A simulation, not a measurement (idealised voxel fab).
The document below concerns the process module designated voxel wiring stack.
Each square cell in cross-section cut measures 5 nm, and the section as a whole is 230 nm wide.
In this document a cross-section is written as a grid of square cells. It is given as a series of bands, listed from the top down, and a band is one or more rows of cells. Top, bottom (nm), then materials left to right with widths (nm); lone material tagged "edge to edge" fills the whole band edge to edge; "empty" = empty space. The level at which height equals 0 is the one under which the wafer, as it arrives, is entirely one material. No lower edge exists for the bottom band, which continues downward and is notated as in "from 0 down". When a width is written as two numbers, as in "30->40", the first number is the width in the top row of cells of the band and the second is the width in its bottom row, and the width changes by the same amount from each row to the next. You'll sometimes find "no modifications" written for a step, and that's the way of saying that nowhere in the cross-section did a cell change during that step. This entry, "Closed-off voids", enumerates those empty regions of no fewer than 8 cells that possess no open connection to the top. Each region is reported in the form width x height at distance, the distance being taken from the left edge, with all three quantities expressed in nm. Text after the settings on a step's line: the simulator's own remark on that step. Regarding "overlay nm": on a step with a mask, it is the distance the mask lay to the right of its planned place; a negative value places it to the left.

STEPS IN THE PROCESS PLAN
| 1 | RECEIVE (material Si) |
| 2 | CONFORMAL_DEP (material SiO2; thk nm 10) |
| 3 | DIRECTIONAL_DEP (material TiN; thk nm 5) |
| 4 | DIRECTIONAL_DEP (material W; thk nm 20) |
| 5 | DIRECTIONAL_DEP (material aC; thk nm 10) |
| 6 | PATTERN (tone cover; mask id METAL_1; material resist; width nm 25; pitch nm 55; thk nm 30; overlay nm 0) |
| 7 | DIRECTIONAL_ETCH (etch materials aC; depth nm 10) |
| 8 | STRIP (etch materials resist) |
| 9 | DIRECTIONAL_ETCH (etch materials W; depth nm 20) |
| 10 | DIRECTIONAL_ETCH (etch materials TiN; depth nm 5) |
| 11 | STRIP (etch materials aC) |
| 12 | CONFORMAL_DEP (material SiN; thk nm 5) |
| 13 | FILL_DEP (material lowk; thk nm 5) |
| 14 | CMP (height nm 35) |
| 15 | CONFORMAL_DEP (material SiCN; thk nm 5) |
| 16 | DIRECTIONAL_DEP (material lowk; thk nm 30) |
| 17 | DIRECTIONAL_DEP (material aC; thk nm 15) |
| 18 | PATTERN (tone open; mask id METAL_2_HOLES; material resist; width nm 15; pitch nm 110; thk nm 35; overlay nm 0) |
| 19 | DIRECTIONAL_ETCH (etch materials aC; depth nm 15) |
| 20 | STRIP (etch materials resist) |
| 21 | DIRECTIONAL_ETCH (etch materials lowk; depth nm 30) |
| 22 | STRIP (etch materials aC) |
| 23 | DIRECTIONAL_DEP (material aC; thk nm 10) |
| 24 | PATTERN (tone open; mask id METAL_2; material resist; width nm 25; pitch nm 55; thk nm 25; overlay nm 0) |
| 25 | DIRECTIONAL_ETCH (etch materials aC; depth nm 10) |
| 26 | STRIP (etch materials resist) |
| 27 | DIRECTIONAL_ETCH (etch materials lowk; depth nm 20) |
| 28 | DIRECTIONAL_ETCH (etch materials SiCN; depth nm 5) |
| 29 | STRIP (etch materials aC) |
| 30 | CONFORMAL_DEP (material TiN; thk nm 5) |
| 31 | FILL_DEP (material Cu; thk nm 10) |
| 32 | CMP (height nm 70) |
| 33 | CONFORMAL_DEP (material SiCN; thk nm 5) |
| 34 | DIRECTIONAL_DEP (material SiO2; thk nm 30) |
| 35 | MASKED_ETCH (tone open; mask id METAL_3_HOLES; width nm 15; pitch nm 110; etch materials SiO2; depth nm 30; overlay nm 0) |
| 36 | PATTERN (tone open; mask id METAL_3; material resist; width nm 25; pitch nm 55; thk nm 15; overlay nm 0) |
| 37 | DIRECTIONAL_ETCH (etch materials SiO2; depth nm 15) |
| 38 | DIRECTIONAL_ETCH (etch materials SiCN; depth nm 5) |
| 39 | STRIP (etch materials resist) |
| 40 | CONFORMAL_DEP (material TiN; thk nm 5) |
| 41 | FILL_DEP (material Cu; thk nm 10) |
| 42 | CMP (height nm 105) |
| 43 | CONFORMAL_DEP (material SiCN; thk nm 5) |
| 44 | DIRECTIONAL_DEP (material SiO2; thk nm 15) |
| 45 | PATTERN (tone open; mask id PLUG_3; material resist; width nm 15; pitch nm 55; thk nm 15; overlay nm 0) |
| 46 | DIRECTIONAL_ETCH (etch materials SiO2; depth nm 15) |
| 47 | DIRECTIONAL_ETCH (etch materials SiCN; depth nm 5) |
| 48 | STRIP (etch materials resist) |
| 49 | EPI (material Ru; thk nm 10) |
| 50 | EPI (material Ru; thk nm 10) |
| 51 | DIRECTIONAL_DEP (material TiN; thk nm 5) |
| 52 | DIRECTIONAL_DEP (material Ru; thk nm 20) |
| 53 | DIRECTIONAL_DEP (material aC; thk nm 15) |
| 54 | PATTERN (tone cover; mask id METAL_4; material resist; width nm 25; pitch nm 55; thk nm 35; overlay nm 0) |
| 55 | DIRECTIONAL_ETCH (etch materials aC; depth nm 15) |
| 56 | STRIP (etch materials resist) |
| 57 | DIRECTIONAL_ETCH (etch materials Ru; depth nm 20) |
| 58 | DIRECTIONAL_ETCH (etch materials TiN; depth nm 5) |
| 59 | STRIP (etch materials aC) |
| 60 | CONFORMAL_DEP (material SiCN; thk nm 5) |
| 61 | FILL_DEP (material lowk; thk nm 5) |
| 62 | CMP (height nm 150) |
| 63 | CONFORMAL_DEP (material SiCN; thk nm 5) |

CROSS-SECTION OF THE WAFER AS IT CAME TO US, I.E., ALREADY THROUGH STEP 1
from 0 down  Si edge to edge
Closed-off voids: none

RESULT OF THE MODULE, CROSS-SECTIONED: START PER ABOVE, PLAN PER ABOVE, ONE ERROR IN HOW IT WAS RUN
from 155 to 150  SiCN edge to edge
from 150 to 130  lowk 15, then SiCN 5, then Ru 25, then SiCN 5, then lowk 20, then SiCN 5, then Ru 25, then SiCN 5, then lowk 20, then SiCN 5, then Ru 25, then SiCN 5, then lowk 20, then SiCN 5, then Ru 25, then SiCN 5, then lowk 15
from 130 to 125  SiCN 20, then TiN 25, then SiCN 30, then TiN 25, then SiCN 30, then TiN 25, then SiCN 30, then TiN 25, then SiCN 20
from 125 to 110  SiO2 15, then Ru 25, then SiO2 30, then Ru 25, then SiO2 30, then Ru 25, then SiO2 30, then Ru 25, then SiO2 25
from 110 to 105  SiCN 15, then Ru 25, then SiCN 30, then Ru 25, then SiCN 30, then Ru 25, then SiCN 30, then Ru 25, then SiCN 25
from 105 to 95  SiO2 20, then TiN 5, then Cu 15, then TiN 5, then SiO2 30, then TiN 5, then Cu 15, then TiN 5, then SiO2 30, then TiN 5, then Cu 15, then TiN 5, then SiO2 30, then TiN 5, then Cu 15, then TiN 5, then SiO2 20
from 95 to 90  SiO2 20, then TiN 5, then Cu 5, then TiN 15, then SiO2 30, then TiN 25, then SiO2 30, then TiN 5, then Cu 5, then TiN 15, then SiO2 30, then TiN 25, then SiO2 20
from 90 to 75  SiO2 20, then TiN 5, then Cu 5, then TiN 5, then SiO2 95, then TiN 5, then Cu 5, then TiN 5, then SiO2 85
from 75 to 70  SiCN 20, then TiN 15, then SiCN 95, then TiN 15, then SiCN 85
from 70 to 55  lowk 20, then TiN 5, then Cu 15, then TiN 5, then lowk 30, then TiN 5, then Cu 15, then TiN 5, then lowk 30, then TiN 5, then Cu 15, then TiN 5, then lowk 30, then TiN 5, then Cu 15, then TiN 5, then lowk 20
from 55 to 50  lowk 20, then TiN 5, then Cu 5, then TiN 15, then lowk 30, then TiN 25, then lowk 30, then TiN 5, then Cu 5, then TiN 15, then lowk 30, then TiN 25, then lowk 20
from 50 to 40  lowk 20, then TiN 5, then Cu 5, then TiN 5, then lowk 95, then TiN 5, then Cu 5, then TiN 5, then lowk 85
from 40 to 35  SiCN 20, then TiN 15, then SiCN 95, then TiN 15, then SiCN 85
from 35 to 15  lowk 15, then SiN 5, then W 25, then SiN 5, then lowk 20, then SiN 5, then W 25, then SiN 5, then lowk 20, then SiN 5, then W 25, then SiN 5, then lowk 20, then SiN 5, then W 25, then SiN 5, then lowk 15
from 15 to 10  SiN 20, then TiN 25, then SiN 30, then TiN 25, then SiN 30, then TiN 25, then SiN 30, then TiN 25, then SiN 20
from 10 to 0  SiO2 edge to edge
from 0 down  Si edge to edge
Closed-off voids: none
Diagnosis: for step 45, the planned setting was not used; the step was instead run as PATTERN (tone open; mask id PLUG_3; material resist; width nm 25; pitch nm 55; thk nm 15; overlay nm 0)
